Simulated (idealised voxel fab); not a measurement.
process module | voxel transistor to metal
cross-section cut | 295 nm wide | cells 5 nm
A cross-section is a grid of square cells, given in bands from the top down. A band is one or more rows of cells.
Each band's line starts with the height of the band's top and of its bottom, in nm. Then come its materials from left to right, each with its width in nm. One material with "throughout" fills the band from edge to edge. "air" is empty space.
Height 0 is the level under which the wafer as received is all one material. The lowest band goes on downwards, as in "0 down".
A width such as "30 to 40" changes by the same amount from each row of cells to the next, from the band's top row to its bottom row.
"no change" after a step means that no cell of the cross-section changed.
closed voids: empty space of 8 cells or more with no open way to the top, each as width x height at its distance from the left edge, in nm
after a step's settings: what the simulator itself notes on the step
overlay nm, on a step with a mask: how far to the right of its planned place the mask lay; to the left if negative
plan
1 op RECEIVE | material Si
2 op CONFORMAL_DEP | material SiO2 | thk nm 5
3 op CONFORMAL_DEP | material SiN | thk nm 10
4 op MASKED_ETCH | tone cover | mask id ACTIVE | width nm 115 | pitch nm 135 | etch materials SiN | depth nm 10 | overlay nm 0
5 op MASKED_ETCH | tone cover | mask id ACTIVE | width nm 115 | pitch nm 135 | etch materials SiO2 | depth nm 5 | overlay nm 0
6 op MASKED_ETCH | tone cover | mask id ACTIVE | width nm 115 | pitch nm 135 | etch materials Si | depth nm 20 | overlay nm 0
7 op FILL_DEP | material SiO2 | thk nm 15
8 op CMP | height nm 15
9 op SELECTIVE_ETCH | etch materials SiO2 | depth nm 10
10 op STRIP | etch materials SiN
11 op SELECTIVE_ETCH | etch materials SiO2 | depth nm 5
12 op OXIDIZE | depth nm 5
13 op DIRECTIONAL_DEP | material polySi | thk nm 30
14 op DIRECTIONAL_DEP | material SiCN | thk nm 15
15 op DIRECTIONAL_DEP | material aC | thk nm 15
16 op PATTERN | tone cover | mask id GATE | material resist | width nm 25 | pitch nm 135 | thk nm 35 | overlay nm 0
17 op DIRECTIONAL_ETCH | etch materials aC | depth nm 15
18 op STRIP | etch materials resist
19 op DIRECTIONAL_ETCH | etch materials SiCN | depth nm 25
20 op DIRECTIONAL_ETCH | etch materials polySi | depth nm 40
21 op STRIP | etch materials aC
22 op CONFORMAL_DEP | material SiO2 | thk nm 5
23 op DIRECTIONAL_ETCH | etch materials SiO2 | depth nm 5
24 op CONFORMAL_DEP | material SiN | thk nm 10
25 op DIRECTIONAL_ETCH | etch materials SiN | depth nm 10
26 op DIRECTIONAL_ETCH | etch materials SiO2 | depth nm 5
27 op DIRECTIONAL_ETCH | etch materials Si | depth nm 10
28 op EPI | material SiGe | thk nm 10
29 op FILL_DEP | material SiO2 | thk nm 5
30 op CMP | height nm 30
31 op STRIP | etch materials polySi
32 op SELECTIVE_ETCH | etch materials SiO2 | depth nm 5
33 op CONFORMAL_DEP | material HfO2 | thk nm 5
34 op CONFORMAL_DEP | material TiN | thk nm 5
35 op FILL_DEP | material W | thk nm 10
36 op CMP | height nm 25
37 op DIRECTIONAL_DEP | material SiO2 | thk nm 10
38 op MASKED_ETCH | tone open | mask id CONTACT | width nm 20 | etch materials SiO2 | depth nm 40 | overlay nm 0
39 op CONFORMAL_DEP | material TiN | thk nm 5
40 op FILL_DEP | material W | thk nm 5
41 op CMP | height nm 35
42 op CONFORMAL_DEP | material SiN | thk nm 5
43 op DIRECTIONAL_DEP | material lowk | thk nm 15
44 op MASKED_ETCH | tone open | mask id METAL_1 | width nm 20 | etch materials lowk | depth nm 15 | overlay nm 0
45 op MASKED_ETCH | tone open | mask id METAL_1 | width nm 15 | etch materials SiN | depth nm 5 | overlay nm 0
46 op CONFORMAL_DEP | material TiN | thk nm 5
47 op FILL_DEP | material Cu | thk nm 10
48 op CMP | height nm 55
49 op CONFORMAL_DEP | material SiCN | thk nm 5
50 op DIRECTIONAL_DEP | material lowk | thk nm 30
51 op DIRECTIONAL_DEP | material aC | thk nm 10
52 op PATTERN | tone open | mask id METAL_2_HOLES | material resist | width nm 15 | pitch nm 135 | thk nm 30 | overlay nm 0
53 op DIRECTIONAL_ETCH | etch materials aC | depth nm 10
54 op STRIP | etch materials resist
55 op DIRECTIONAL_ETCH | etch materials lowk | depth nm 30
56 op STRIP | etch materials aC
57 op PATTERN | tone open | mask id METAL_2 | material resist | width nm 20 | pitch nm 135 | thk nm 15 | overlay nm 0
58 op DIRECTIONAL_ETCH | etch materials lowk | depth nm 15
59 op DIRECTIONAL_ETCH | etch materials SiCN | depth nm 5
60 op STRIP | etch materials resist
61 op CONFORMAL_DEP | material TiN | thk nm 5
62 op FILL_DEP | material Ru | thk nm 10
63 op CMP | height nm 90
64 op CONFORMAL_DEP | material SiCN | thk nm 5
varied across the wafers: width nm of step 45. The plan shows the first wafer's value. All wafers start alike
first wafer as received, after step 1
  0 down: Si throughout
  closed voids: none
each wafer at the end: cells of each material gained (+) or lost (-) since it was received, then its closed voids
width nm 15 | +20 Cu | +34 HfO2 | +16 Ru | -146 Si | +112 SiCN | +64 SiGe | +87 SiN | +251 SiO2 | +170 TiN | +72 W | +441 lowk | closed voids: none
width nm 20 | +24 Cu | +34 HfO2 | +16 Ru | -146 Si | +112 SiCN | +64 SiGe | +83 SiN | +251 SiO2 | +170 TiN | +72 W | +441 lowk | closed voids: none
width nm 25 | +24 Cu | +34 HfO2 | +16 Ru | -146 Si | +112 SiCN | +64 SiGe | +83 SiN | +251 SiO2 | +170 TiN | +72 W | +441 lowk | closed voids: none
width nm 30 | +24 Cu | +34 HfO2 | +16 Ru | -146 Si | +112 SiCN | +64 SiGe | +83 SiN | +251 SiO2 | +170 TiN | +72 W | +441 lowk | closed voids: none
width nm 35 | +24 Cu | +34 HfO2 | +16 Ru | -146 Si | +112 SiCN | +64 SiGe | +83 SiN | +251 SiO2 | +170 TiN | +72 W | +441 lowk | closed voids: none
